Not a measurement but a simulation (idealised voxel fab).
process module | voxel gate over fins
cross-section cut | 265 nm wide | cells 5 nm
A cross-section is a grid of square cells, given in bands from the top down. A band is one or more rows of cells.
Each band's line starts with the height of the band's top and of its bottom, in nm. Then come its materials from left to right, each with its width in nm. One material with "throughout" fills the band from edge to edge. "air" is empty space.
Height 0 is the level under which the wafer as received is all one material. The lowest band goes on downwards, as in "0 down".
A width such as "30 to 40" changes by the same amount from each row of cells to the next, from the band's top row to its bottom row.
"no change" after a step means that no cell of the cross-section changed.
closed voids: empty space of 8 cells or more with no open way to the top, each as width x height at its distance from the left edge, in nm
after a step's settings: what the simulator itself notes on the step
overlay nm, on a step with a mask: how far to the right of its planned place the mask lay; to the left if negative
plan
1 op RECEIVE | material Si
2 op CONFORMAL_DEP | material SiN | thk nm 5
3 op DIRECTIONAL_DEP | material aC | thk nm 15
4 op PATTERN | tone cover | mask id FINS | material resist | width nm 15 | pitch nm 40 | thk nm 35 | overlay nm 0
5 op DIRECTIONAL_ETCH | etch materials aC | depth nm 15
6 op STRIP | etch materials resist
7 op DIRECTIONAL_ETCH | etch materials SiN | depth nm 5
8 op DIRECTIONAL_ETCH | etch materials Si | depth nm 40
9 op STRIP | etch materials aC
10 op FILL_DEP | material SiO2 | thk nm 10
11 op CMP | height nm 5
12 op SELECTIVE_ETCH | etch materials SiO2 | depth nm 15
13 op STRIP | etch materials SiN
14 op CONFORMAL_DEP | material HfO2 | thk nm 5
15 op CONFORMAL_DEP | material TiN | thk nm 5
16 op FILL_DEP | material W | thk nm 15
17 op CMP | height nm 20
18 op CONFORMAL_DEP | material SiCN | thk nm 5
first wafer, as planned
as received, after step 1
  0 down: Si throughout
  closed voids: none
after step 2
  5 to 0: SiN throughout
  below 0: unchanged
after step 3
  20 to 5: aC throughout
  below 5: unchanged
after step 4
  55 to 20: air 105 | resist 15 | air 25 | resist 15 | air 105
  below 20: unchanged
after step 5
  40 to 20: air 105 | resist 15 | air 25 | resist 15 | air 105
  20 to 5: air 105 | aC 15 | air 25 | aC 15 | air 105
  below 5: unchanged
after step 6
  20 to 5: air 105 | aC 15 | air 25 | aC 15 | air 105
  below 5: unchanged
after step 7
  20 to 5: air 105 | aC 15 | air 25 | aC 15 | air 105
  5 to 0: air 105 | SiN 15 | air 25 | SiN 15 | air 105
  below 0: unchanged
after step 8
  20 to 5: air 105 | aC 15 | air 25 | aC 15 | air 105
  5 to 0: air 105 | SiN 15 | air 25 | SiN 15 | air 105
  0 to -40: air 105 | Si 15 | air 25 | Si 15 | air 105
  below -40: unchanged
after step 9
  5 to 0: air 105 | SiN 15 | air 25 | SiN 15 | air 105
  below 0: unchanged
after step 10
  15 to 5: SiO2 throughout
  5 to 0: SiO2 105 | SiN 15 | SiO2 25 | SiN 15 | SiO2 105
  0 to -40: SiO2 105 | Si 15 | SiO2 25 | Si 15 | SiO2 105
  below -40: unchanged
after step 11
  5 to 0: SiO2 105 | SiN 15 | SiO2 25 | SiN 15 | SiO2 105
  below 0: unchanged
after step 12
  5 to 0: air 105 | SiN 15 | air 25 | SiN 15 | air 105
  0 to -10: air 105 | Si 15 | air 25 | Si 15 | air 105
  below -10: unchanged
after step 13
  0 to -10: air 105 | Si 15 | air 25 | Si 15 | air 105
  below -10: unchanged
after step 14
  5 to 0: air 100 | HfO2 25 | air 15 | HfO2 25 | air 100
  0 to -5: air 100 | HfO2 5 | Si 15 | HfO2 5 | air 15 | HfO2 5 | Si 15 | HfO2 5 | air 100
  -5 to -10: HfO2 105 | Si 15 | HfO2 25 | Si 15 | HfO2 105
  below -10: unchanged
after step 15
  10 to 5: air 95 | TiN 35 | air 5 | TiN 35 | air 95
  5 to 0: air 95 | TiN 5 | HfO2 25 | TiN 5 | air 5 | TiN 5 | HfO2 25 | TiN 5 | air 95
  0 to -5: TiN 100 | HfO2 5 | Si 15 | HfO2 5 | TiN 15 | HfO2 5 | Si 15 | HfO2 5 | TiN 100
  below -5: unchanged
after step 16
  25 to 10: W throughout
  10 to 5: W 95 | TiN 35 | W 5 | TiN 35 | W 95
  5 to 0: W 95 | TiN 5 | HfO2 25 | TiN 5 | W 5 | TiN 5 | HfO2 25 | TiN 5 | W 95
  below 0: unchanged
after step 17
  20 to 10: W throughout
  below 10: unchanged
after step 18
  25 to 20: SiCN throughout
  below 20: unchanged
second wafer: like start, like plan, one mistake. Through step 3 it matches the first wafer
when step 4 should have ended
  55 to 20: air 110 | resist 15 | air 25 | resist 15 | air 100
  below 20: unchanged
when step 5 should have ended
  40 to 20: air 110 | resist 15 | air 25 | resist 15 | air 100
  20 to 5: air 110 | aC 15 | air 25 | aC 15 | air 100
  below 5: unchanged
when step 6 should have ended
  20 to 5: air 110 | aC 15 | air 25 | aC 15 | air 100
  below 5: unchanged
when step 7 should have ended
  20 to 5: air 110 | aC 15 | air 25 | aC 15 | air 100
  5 to 0: air 110 | SiN 15 | air 25 | SiN 15 | air 100
  below 0: unchanged
when step 8 should have ended
  20 to 5: air 110 | aC 15 | air 25 | aC 15 | air 100
  5 to 0: air 110 | SiN 15 | air 25 | SiN 15 | air 100
  0 to -40: air 110 | Si 15 | air 25 | Si 15 | air 100
  below -40: unchanged
when step 9 should have ended
  5 to 0: air 110 | SiN 15 | air 25 | SiN 15 | air 100
  below 0: unchanged
when step 10 should have ended
  15 to 5: SiO2 throughout
  5 to 0: SiO2 110 | SiN 15 | SiO2 25 | SiN 15 | SiO2 100
  0 to -40: SiO2 110 | Si 15 | SiO2 25 | Si 15 | SiO2 100
  below -40: unchanged
when step 11 should have ended
  5 to 0: SiO2 110 | SiN 15 | SiO2 25 | SiN 15 | SiO2 100
  below 0: unchanged
when step 12 should have ended
  5 to 0: air 110 | SiN 15 | air 25 | SiN 15 | air 100
  0 to -10: air 110 | Si 15 | air 25 | Si 15 | air 100
  below -10: unchanged
when step 13 should have ended
  0 to -10: air 110 | Si 15 | air 25 | Si 15 | air 100
  below -10: unchanged
when step 14 should have ended
  5 to 0: air 105 | HfO2 25 | air 15 | HfO2 25 | air 95
  0 to -5: air 105 | HfO2 5 | Si 15 | HfO2 5 | air 15 | HfO2 5 | Si 15 | HfO2 5 | air 95
  -5 to -10: HfO2 110 | Si 15 | HfO2 25 | Si 15 | HfO2 100
  below -10: unchanged
when step 15 should have ended
  10 to 5: air 100 | TiN 35 | air 5 | TiN 35 | air 90
  5 to 0: air 100 | TiN 5 | HfO2 25 | TiN 5 | air 5 | TiN 5 | HfO2 25 | TiN 5 | air 90
  0 to -5: TiN 105 | HfO2 5 | Si 15 | HfO2 5 | TiN 15 | HfO2 5 | Si 15 | HfO2 5 | TiN 95
  below -5: unchanged
when step 16 should have ended
  25 to 10: W throughout
  10 to 5: W 100 | TiN 35 | W 5 | TiN 35 | W 90
  5 to 0: W 100 | TiN 5 | HfO2 25 | TiN 5 | W 5 | TiN 5 | HfO2 25 | TiN 5 | W 90
  below 0: unchanged
when step 17 should have ended
  20 to 10: W throughout
  below 10: unchanged
when step 18 should have ended
  25 to 20: SiCN throughout
  below 20: unchanged
what went wrong: step 4 ran as: op PATTERN | tone cover | mask id FINS | material resist | width nm 15 | pitch nm 40 | thk nm 35 | overlay nm 5
at the end the second wafer has, in cells: as many of each material as the first, in other places
